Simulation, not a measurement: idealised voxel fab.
process module | voxel self aligned contacts
cross-section cut | 145 nm wide | cells 5 nm
A cross-section is a grid of square cells, given in bands from the top down. A band is one or more rows of cells.
Each band's line starts with the height of the band's top and of its bottom, in nm. Then come its materials from left to right, each with its width in nm. One material with "throughout" fills the band from edge to edge. "air" is empty space.
Height 0 is the level under which the wafer as received is all one material. The lowest band goes on downwards, as in "0 down".
A width such as "30 to 40" changes by the same amount from each row of cells to the next, from the band's top row to its bottom row.
"no change" after a step means that no cell of the cross-section changed.
closed voids: empty space of 8 cells or more with no open way to the top, each as width x height at its distance from the left edge, in nm
after a step's settings: what the simulator itself notes on the step
overlay nm, on a step with a mask: how far to the right of its planned place the mask lay; to the left if negative
plan
1 op RECEIVE | material Si
2 op OXIDIZE | depth nm 5
3 op DIRECTIONAL_DEP | material polySi | thk nm 20
4 op DIRECTIONAL_DEP | material SiN | thk nm 25
5 op DIRECTIONAL_DEP | material aC | thk nm 10
6 op PATTERN | tone cover | mask id GATE | material resist | width nm 35 | pitch nm 75 | thk nm 25 | overlay nm 0
7 op DIRECTIONAL_ETCH | etch materials aC | depth nm 10
8 op STRIP | etch materials resist
9 op DIRECTIONAL_ETCH | etch materials SiN | depth nm 25
10 op DIRECTIONAL_ETCH | etch materials polySi | depth nm 20
11 op STRIP | etch materials aC
12 op CONFORMAL_DEP | material SiN | thk nm 10
13 op DIRECTIONAL_ETCH | etch materials SiN | depth nm 10
14 op FILL_DEP | material SiO2 | thk nm 15
15 op CMP | height nm 55
16 op MASKED_ETCH | tone open | mask id CONTACT | width nm 50 | etch materials SiO2 | depth nm 60 | overlay nm 0
17 op CONFORMAL_DEP | material TiN | thk nm 5
18 op FILL_DEP | material Ru | thk nm 5
19 op CMP | height nm 55
20 op CONFORMAL_DEP | material SiCN | thk nm 5
as received, after step 1
  0 down: Si throughout
  closed voids: none
a wafer at the end: this start, this plan, one mistake
  60 to 55: SiCN throughout
  55 to 50: SiO2 5 | SiN 55 | TiN 5 | Ru 10 | TiN 5 | SiN 55 | SiO2 10
  50 to 45: SiO2 5 | SiN 55 | TiN 20 | SiN 55 | SiO2 10
  45 to 20: SiN throughout
  20 to 0: polySi throughout
  0 to -5: SiO2 throughout
  -5 down: Si throughout
  closed voids: none
what went wrong: step 4 was run twice
